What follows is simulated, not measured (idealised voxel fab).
This is a process module. Its name is voxel wiring stack.
This is section cut - it's 260 nm across, gridded in 5 nm square cells.
How to read a cross-section here: the picture is a grid of square cells, written as bands going from the top down, and any band can span one or more rows of cells.
Per band: top height and bottom height in nm, followed by the left-to-right materials and their widths in nm; "everywhere" marks a single material spanning edge to edge, "air" marks empty space.
Where do heights start? At 0: under that level the wafer as delivered is made of one material only. And the lowest band has no floor; it just carries on downward, as in "0 down".
Read "30 to 40" as a graded width: first number on top, second number at the bottom, same change between each pair of neighbouring rows.
Step marked "nothing altered"? Then no cell in the cross-section changed in it.
Under "Sealed void listing" you'll find the enclosed gaps, the ones with no way out to the top, that are 8 cells or bigger; each reads width x height at distance, with distance counted from the left edge, everything in nm.
Formally, on a step line, whatever follows the settings is a remark that the simulator itself makes on the step.
A step's line can hold "overlay nm"; with a mask on that step, the setting says how far right of the planned place the mask lay, while a negative setting says it lay to the left.

Listed below are the process steps as planned
1: RECEIVE: material Si
2: CONFORMAL_DEP: material SiO2, thk nm 15
3: CONFORMAL_DEP: material SiN, thk nm 5
4: DIRECTIONAL_DEP: material lowk, thk nm 25
5: DIRECTIONAL_DEP: material aC, thk nm 10
6: PATTERN: tone open, mask id METAL_1, material resist, width nm 25, pitch nm 40, thk nm 30, overlay nm 0
7: DIRECTIONAL_ETCH: etch materials aC, depth nm 10
8: STRIP: etch materials resist
9: DIRECTIONAL_ETCH: etch materials lowk, depth nm 25
10: DIRECTIONAL_ETCH: etch materials SiN, depth nm 5
11: STRIP: etch materials aC
12: CONFORMAL_DEP: material TiN, thk nm 5
13: FILL_DEP: material Ru, thk nm 10
14: CMP: height nm 45
15: EPI: material Ru, thk nm 5
16: FILL_DEP: material SiCN, thk nm 5
17: DIRECTIONAL_DEP: material lowk, thk nm 30
18: DIRECTIONAL_DEP: material aC, thk nm 10
19: PATTERN: tone open, mask id METAL_2_HOLES, material resist, width nm 15, pitch nm 40, thk nm 25, overlay nm 0
20: DIRECTIONAL_ETCH: etch materials aC, depth nm 10
21: STRIP: etch materials resist
22: DIRECTIONAL_ETCH: etch materials lowk, depth nm 30
23: STRIP: etch materials aC
24: PATTERN: tone open, mask id METAL_2, material resist, width nm 25, pitch nm 40, thk nm 15, overlay nm 0
25: DIRECTIONAL_ETCH: etch materials lowk, depth nm 15
26: DIRECTIONAL_ETCH: etch materials SiCN, depth nm 5
27: STRIP: etch materials resist
28: CONFORMAL_DEP: material TiN, thk nm 5
29: FILL_DEP: material Cu, thk nm 5
30: CMP: height nm 85
31: CONFORMAL_DEP: material SiN, thk nm 5

The first of two wafers, run as planned

Cross-section of the wafer at receipt, which is the condition after step 1
0 down = Si everywhere
Sealed void listing: none

Step 2 complete: cross-section through the wafer
15 to 0 = SiO2 everywhere
Under the height 0 nothing was changed.

Step 3 complete: cross-section through the wafer
20 to 15 = SiN everywhere
Under the height 15 nothing was changed.

Step 4 complete: cross-section through the wafer
45 to 20 = lowk everywhere
Under the height 20 nothing was changed.

Step 5 complete: cross-section through the wafer
55 to 45 = aC everywhere
Under the height 45 nothing was changed.

Step 6 complete: cross-section through the wafer
85 to 55 = resist 55; air 25; resist 15; air 25; resist 15; air 25; resist 15; air 25; resist 60
Under the height 55 nothing was changed.

Step 7 complete: cross-section through the wafer
75 to 55 = resist 55; air 25; resist 15; air 25; resist 15; air 25; resist 15; air 25; resist 60
55 to 45 = aC 55; air 25; aC 15; air 25; aC 15; air 25; aC 15; air 25; aC 60
Under the height 45 nothing was changed.

Step 8 complete: cross-section through the wafer
55 to 45 = aC 55; air 25; aC 15; air 25; aC 15; air 25; aC 15; air 25; aC 60
Under the height 45 nothing was changed.

Step 9 complete: cross-section through the wafer
55 to 45 = aC 55; air 25; aC 15; air 25; aC 15; air 25; aC 15; air 25; aC 60
45 to 20 = lowk 55; air 25; lowk 15; air 25; lowk 15; air 25; lowk 15; air 25; lowk 60
Under the height 20 nothing was changed.

Step 10 complete: cross-section through the wafer
55 to 45 = aC 55; air 25; aC 15; air 25; aC 15; air 25; aC 15; air 25; aC 60
45 to 20 = lowk 55; air 25; lowk 15; air 25; lowk 15; air 25; lowk 15; air 25; lowk 60
20 to 15 = SiN 55; air 25; SiN 15; air 25; SiN 15; air 25; SiN 15; air 25; SiN 60
Under the height 15 nothing was changed.

Step 11 complete: cross-section through the wafer
45 to 20 = lowk 55; air 25; lowk 15; air 25; lowk 15; air 25; lowk 15; air 25; lowk 60
Under the height 20 nothing was changed.

Step 12 complete: cross-section through the wafer
50 to 45 = TiN 60; air 15; TiN 25; air 15; TiN 25; air 15; TiN 25; air 15; TiN 65
45 to 20 = lowk 55; TiN 5; air 15; TiN 5; lowk 15; TiN 5; air 15; TiN 5; lowk 15; TiN 5; air 15; TiN 5; lowk 15; TiN 5; air 15; TiN 5; lowk 60
20 to 15 = SiN 55; TiN 25; SiN 15; TiN 25; SiN 15; TiN 25; SiN 15; TiN 25; SiN 60
Under the height 15 nothing was changed.

Step 13 complete: cross-section through the wafer
60 to 50 = Ru everywhere
50 to 45 = TiN 60; Ru 15; TiN 25; Ru 15; TiN 25; Ru 15; TiN 25; Ru 15; TiN 65
45 to 20 = lowk 55; TiN 5; Ru 15; TiN 5; lowk 15; TiN 5; Ru 15; TiN 5; lowk 15; TiN 5; Ru 15; TiN 5; lowk 15; TiN 5; Ru 15; TiN 5; lowk 60
Under the height 20 nothing was changed.

Step 14 complete: cross-section through the wafer
45 to 20 = lowk 55; TiN 5; Ru 15; TiN 5; lowk 15; TiN 5; Ru 15; TiN 5; lowk 15; TiN 5; Ru 15; TiN 5; lowk 15; TiN 5; Ru 15; TiN 5; lowk 60
Under the height 20 nothing was changed.

Step 15 complete: cross-section through the wafer
50 to 45 = air 50; Ru 35; air 5; Ru 35; air 5; Ru 35; air 5; Ru 35; air 55
Under the height 45 nothing was changed.

Step 16 complete: cross-section through the wafer
55 to 50 = SiCN everywhere
50 to 45 = SiCN 50; Ru 35; SiCN 5; Ru 35; SiCN 5; Ru 35; SiCN 5; Ru 35; SiCN 55
Under the height 45 nothing was changed.

Step 17 complete: cross-section through the wafer
85 to 55 = lowk everywhere
Under the height 55 nothing was changed.

Step 18 complete: cross-section through the wafer
95 to 85 = aC everywhere
Under the height 85 nothing was changed.

Step 19 complete: cross-section through the wafer
120 to 95 = resist 55; air 15; resist 25; air 15; resist 25; air 15; resist 25; air 15; resist 70
Under the height 95 nothing was changed.

Step 20 complete: cross-section through the wafer
110 to 95 = resist 55; air 15; resist 25; air 15; resist 25; air 15; resist 25; air 15; resist 70
95 to 85 = aC 55; air 15; aC 25; air 15; aC 25; air 15; aC 25; air 15; aC 70
Under the height 85 nothing was changed.

Step 21 complete: cross-section through the wafer
95 to 85 = aC 55; air 15; aC 25; air 15; aC 25; air 15; aC 25; air 15; aC 70
Under the height 85 nothing was changed.

Step 22 complete: cross-section through the wafer
95 to 85 = aC 55; air 15; aC 25; air 15; aC 25; air 15; aC 25; air 15; aC 70
85 to 55 = lowk 55; air 15; lowk 25; air 15; lowk 25; air 15; lowk 25; air 15; lowk 70
Under the height 55 nothing was changed.

Step 23 complete: cross-section through the wafer
85 to 55 = lowk 55; air 15; lowk 25; air 15; lowk 25; air 15; lowk 25; air 15; lowk 70
Under the height 55 nothing was changed.

Step 24 complete: cross-section through the wafer
100 to 85 = resist 55; air 25; resist 15; air 25; resist 15; air 25; resist 15; air 25; resist 60
Under the height 85 nothing was changed.

Step 25 complete: cross-section through the wafer
100 to 85 = resist 55; air 25; resist 15; air 25; resist 15; air 25; resist 15; air 25; resist 60
85 to 70 = lowk 55; air 25; lowk 15; air 25; lowk 15; air 25; lowk 15; air 25; lowk 60
Under the height 70 nothing was changed.

Step 26 complete: cross-section through the wafer
100 to 85 = resist 55; air 25; resist 15; air 25; resist 15; air 25; resist 15; air 25; resist 60
85 to 70 = lowk 55; air 25; lowk 15; air 25; lowk 15; air 25; lowk 15; air 25; lowk 60
70 to 55 = lowk 55; air 15; lowk 25; air 15; lowk 25; air 15; lowk 25; air 15; lowk 70
55 to 50 = SiCN 55; air 15; SiCN 25; air 15; SiCN 25; air 15; SiCN 25; air 15; SiCN 70
Under the height 50 nothing was changed.

Step 27 complete: cross-section through the wafer
85 to 70 = lowk 55; air 25; lowk 15; air 25; lowk 15; air 25; lowk 15; air 25; lowk 60
Under the height 70 nothing was changed.

Step 28 complete: cross-section through the wafer
90 to 85 = TiN 60; air 15; TiN 25; air 15; TiN 25; air 15; TiN 25; air 15; TiN 65
85 to 75 = lowk 55; TiN 5; air 15; TiN 5; lowk 15; TiN 5; air 15; TiN 5; lowk 15; TiN 5; air 15; TiN 5; lowk 15; TiN 5; air 15; TiN 5; lowk 60
75 to 70 = lowk 55; TiN 5; air 5; TiN 15; lowk 15; TiN 5; air 5; TiN 15; lowk 15; TiN 5; air 5; TiN 15; lowk 15; TiN 5; air 5; TiN 15; lowk 60
70 to 55 = lowk 55; TiN 5; air 5; TiN 5; lowk 25; TiN 5; air 5; TiN 5; lowk 25; TiN 5; air 5; TiN 5; lowk 25; TiN 5; air 5; TiN 5; lowk 70
55 to 50 = SiCN 55; TiN 15; SiCN 25; TiN 15; SiCN 25; TiN 15; SiCN 25; TiN 15; SiCN 70
Under the height 50 nothing was changed.

Step 29 complete: cross-section through the wafer
95 to 90 = Cu everywhere
90 to 85 = TiN 60; Cu 15; TiN 25; Cu 15; TiN 25; Cu 15; TiN 25; Cu 15; TiN 65
85 to 75 = lowk 55; TiN 5; Cu 15; TiN 5; lowk 15; TiN 5; Cu 15; TiN 5; lowk 15; TiN 5; Cu 15; TiN 5; lowk 15; TiN 5; Cu 15; TiN 5; lowk 60
75 to 70 = lowk 55; TiN 5; Cu 5; TiN 15; lowk 15; TiN 5; Cu 5; TiN 15; lowk 15; TiN 5; Cu 5; TiN 15; lowk 15; TiN 5; Cu 5; TiN 15; lowk 60
70 to 55 = lowk 55; TiN 5; Cu 5; TiN 5; lowk 25; TiN 5; Cu 5; TiN 5; lowk 25; TiN 5; Cu 5; TiN 5; lowk 25; TiN 5; Cu 5; TiN 5; lowk 70
Under the height 55 nothing was changed.

Step 30 complete: cross-section through the wafer
85 to 75 = lowk 55; TiN 5; Cu 15; TiN 5; lowk 15; TiN 5; Cu 15; TiN 5; lowk 15; TiN 5; Cu 15; TiN 5; lowk 15; TiN 5; Cu 15; TiN 5; lowk 60
Under the height 75 nothing was changed.

Step 31 complete: cross-section through the wafer
90 to 85 = SiN everywhere
Under the height 85 nothing was changed.

It is to be noted that the second wafer proceeded from the same initial state and according to the same plan as the first, although one mistake was committed in its execution; through step 5, inclusive, the two wafers share an identical history

Here is the second wafer in cross-section at the point where step 6 of the plan should have been done
85 to 55 = air 55; resist 25; air 15; resist 25; air 15; resist 25; air 15; resist 25; air 60
Under the height 55 nothing was changed.

Here is the second wafer in cross-section at the point where step 7 of the plan should have been done
75 to 55 = air 55; resist 25; air 15; resist 25; air 15; resist 25; air 15; resist 25; air 60
55 to 45 = air 55; aC 25; air 15; aC 25; air 15; aC 25; air 15; aC 25; air 60
Under the height 45 nothing was changed.

Here is the second wafer in cross-section at the point where step 8 of the plan should have been done
55 to 45 = air 55; aC 25; air 15; aC 25; air 15; aC 25; air 15; aC 25; air 60
Under the height 45 nothing was changed.

Here is the second wafer in cross-section at the point where step 9 of the plan should have been done
55 to 45 = air 55; aC 25; air 15; aC 25; air 15; aC 25; air 15; aC 25; air 60
45 to 20 = air 55; lowk 25; air 15; lowk 25; air 15; lowk 25; air 15; lowk 25; air 60
Under the height 20 nothing was changed.

Here is the second wafer in cross-section at the point where step 10 of the plan should have been done
55 to 45 = air 55; aC 25; air 15; aC 25; air 15; aC 25; air 15; aC 25; air 60
45 to 20 = air 55; lowk 25; air 15; lowk 25; air 15; lowk 25; air 15; lowk 25; air 60
20 to 15 = air 55; SiN 25; air 15; SiN 25; air 15; SiN 25; air 15; SiN 25; air 60
Under the height 15 nothing was changed.

Here is the second wafer in cross-section at the point where step 11 of the plan should have been done
45 to 20 = air 55; lowk 25; air 15; lowk 25; air 15; lowk 25; air 15; lowk 25; air 60
Under the height 20 nothing was changed.

Here is the second wafer in cross-section at the point where step 12 of the plan should have been done
50 to 45 = air 50; TiN 35; air 5; TiN 35; air 5; TiN 35; air 5; TiN 35; air 55
45 to 20 = air 50; TiN 5; lowk 25; TiN 5; air 5; TiN 5; lowk 25; TiN 5; air 5; TiN 5; lowk 25; TiN 5; air 5; TiN 5; lowk 25; TiN 5; air 55
20 to 15 = TiN 55; SiN 25; TiN 15; SiN 25; TiN 15; SiN 25; TiN 15; SiN 25; TiN 60
Under the height 15 nothing was changed.

Here is the second wafer in cross-section at the point where step 13 of the plan should have been done
60 to 50 = Ru everywhere
50 to 45 = Ru 50; TiN 35; Ru 5; TiN 35; Ru 5; TiN 35; Ru 5; TiN 35; Ru 55
45 to 20 = Ru 50; TiN 5; lowk 25; TiN 5; Ru 5; TiN 5; lowk 25; TiN 5; Ru 5; TiN 5; lowk 25; TiN 5; Ru 5; TiN 5; lowk 25; TiN 5; Ru 55
Under the height 20 nothing was changed.

Here is the second wafer in cross-section at the point where step 14 of the plan should have been done
45 to 20 = Ru 50; TiN 5; lowk 25; TiN 5; Ru 5; TiN 5; lowk 25; TiN 5; Ru 5; TiN 5; lowk 25; TiN 5; Ru 5; TiN 5; lowk 25; TiN 5; Ru 55
Under the height 20 nothing was changed.

Here is the second wafer in cross-section at the point where step 15 of the plan should have been done
50 to 45 = Ru 60; air 15; Ru 25; air 15; Ru 25; air 15; Ru 25; air 15; Ru 65
Under the height 45 nothing was changed.

Here is the second wafer in cross-section at the point where step 16 of the plan should have been done
55 to 50 = SiCN everywhere
50 to 45 = Ru 60; SiCN 15; Ru 25; SiCN 15; Ru 25; SiCN 15; Ru 25; SiCN 15; Ru 65
Under the height 45 nothing was changed.

Here is the second wafer in cross-section at the point where step 17 of the plan should have been done
85 to 55 = lowk everywhere
Under the height 55 nothing was changed.

Here is the second wafer in cross-section at the point where step 18 of the plan should have been done
95 to 85 = aC everywhere
Under the height 85 nothing was changed.

Here is the second wafer in cross-section at the point where step 19 of the plan should have been done
120 to 95 = resist 55; air 15; resist 25; air 15; resist 25; air 15; resist 25; air 15; resist 70
Under the height 95 nothing was changed.

Here is the second wafer in cross-section at the point where step 20 of the plan should have been done
110 to 95 = resist 55; air 15; resist 25; air 15; resist 25; air 15; resist 25; air 15; resist 70
95 to 85 = aC 55; air 15; aC 25; air 15; aC 25; air 15; aC 25; air 15; aC 70
Under the height 85 nothing was changed.

Here is the second wafer in cross-section at the point where step 21 of the plan should have been done
95 to 85 = aC 55; air 15; aC 25; air 15; aC 25; air 15; aC 25; air 15; aC 70
Under the height 85 nothing was changed.

Here is the second wafer in cross-section at the point where step 22 of the plan should have been done
95 to 85 = aC 55; air 15; aC 25; air 15; aC 25; air 15; aC 25; air 15; aC 70
85 to 55 = lowk 55; air 15; lowk 25; air 15; lowk 25; air 15; lowk 25; air 15; lowk 70
Under the height 55 nothing was changed.

Here is the second wafer in cross-section at the point where step 23 of the plan should have been done
85 to 55 = lowk 55; air 15; lowk 25; air 15; lowk 25; air 15; lowk 25; air 15; lowk 70
Under the height 55 nothing was changed.

Here is the second wafer in cross-section at the point where step 24 of the plan should have been done
100 to 85 = resist 55; air 25; resist 15; air 25; resist 15; air 25; resist 15; air 25; resist 60
Under the height 85 nothing was changed.

Here is the second wafer in cross-section at the point where step 25 of the plan should have been done
100 to 85 = resist 55; air 25; resist 15; air 25; resist 15; air 25; resist 15; air 25; resist 60
85 to 70 = lowk 55; air 25; lowk 15; air 25; lowk 15; air 25; lowk 15; air 25; lowk 60
Under the height 70 nothing was changed.

Here is the second wafer in cross-section at the point where step 26 of the plan should have been done
100 to 85 = resist 55; air 25; resist 15; air 25; resist 15; air 25; resist 15; air 25; resist 60
85 to 70 = lowk 55; air 25; lowk 15; air 25; lowk 15; air 25; lowk 15; air 25; lowk 60
70 to 55 = lowk 55; air 15; lowk 25; air 15; lowk 25; air 15; lowk 25; air 15; lowk 70
55 to 50 = SiCN 55; air 15; SiCN 25; air 15; SiCN 25; air 15; SiCN 25; air 15; SiCN 70
Under the height 50 nothing was changed.

Here is the second wafer in cross-section at the point where step 27 of the plan should have been done
85 to 70 = lowk 55; air 25; lowk 15; air 25; lowk 15; air 25; lowk 15; air 25; lowk 60
Under the height 70 nothing was changed.

Here is the second wafer in cross-section at the point where step 28 of the plan should have been done
90 to 85 = TiN 60; air 15; TiN 25; air 15; TiN 25; air 15; TiN 25; air 15; TiN 65
85 to 75 = lowk 55; TiN 5; air 15; TiN 5; lowk 15; TiN 5; air 15; TiN 5; lowk 15; TiN 5; air 15; TiN 5; lowk 15; TiN 5; air 15; TiN 5; lowk 60
75 to 70 = lowk 55; TiN 5; air 5; TiN 15; lowk 15; TiN 5; air 5; TiN 15; lowk 15; TiN 5; air 5; TiN 15; lowk 15; TiN 5; air 5; TiN 15; lowk 60
70 to 55 = lowk 55; TiN 5; air 5; TiN 5; lowk 25; TiN 5; air 5; TiN 5; lowk 25; TiN 5; air 5; TiN 5; lowk 25; TiN 5; air 5; TiN 5; lowk 70
55 to 50 = SiCN 55; TiN 15; SiCN 25; TiN 15; SiCN 25; TiN 15; SiCN 25; TiN 15; SiCN 70
Under the height 50 nothing was changed.

Here is the second wafer in cross-section at the point where step 29 of the plan should have been done
95 to 90 = Cu everywhere
90 to 85 = TiN 60; Cu 15; TiN 25; Cu 15; TiN 25; Cu 15; TiN 25; Cu 15; TiN 65
85 to 75 = lowk 55; TiN 5; Cu 15; TiN 5; lowk 15; TiN 5; Cu 15; TiN 5; lowk 15; TiN 5; Cu 15; TiN 5; lowk 15; TiN 5; Cu 15; TiN 5; lowk 60
75 to 70 = lowk 55; TiN 5; Cu 5; TiN 15; lowk 15; TiN 5; Cu 5; TiN 15; lowk 15; TiN 5; Cu 5; TiN 15; lowk 15; TiN 5; Cu 5; TiN 15; lowk 60
70 to 55 = lowk 55; TiN 5; Cu 5; TiN 5; lowk 25; TiN 5; Cu 5; TiN 5; lowk 25; TiN 5; Cu 5; TiN 5; lowk 25; TiN 5; Cu 5; TiN 5; lowk 70
Under the height 55 nothing was changed.

Here is the second wafer in cross-section at the point where step 30 of the plan should have been done
85 to 75 = lowk 55; TiN 5; Cu 15; TiN 5; lowk 15; TiN 5; Cu 15; TiN 5; lowk 15; TiN 5; Cu 15; TiN 5; lowk 15; TiN 5; Cu 15; TiN 5; lowk 60
Under the height 75 nothing was changed.

Here is the second wafer in cross-section at the point where step 31 of the plan should have been done
90 to 85 = SiN everywhere
Under the height 85 nothing was changed.
Misprocessing identified: step 6 did not use the planned setting and instead ran as PATTERN: tone cover, mask id METAL_1, material resist, width nm 25, pitch nm 40, thk nm 30, overlay nm 0
The closing comparison, in cells, has the second wafer with more or fewer of some materials than the first: +72 Ru | -12 SiCN | -12 SiN | +12 TiN | -60 lowk
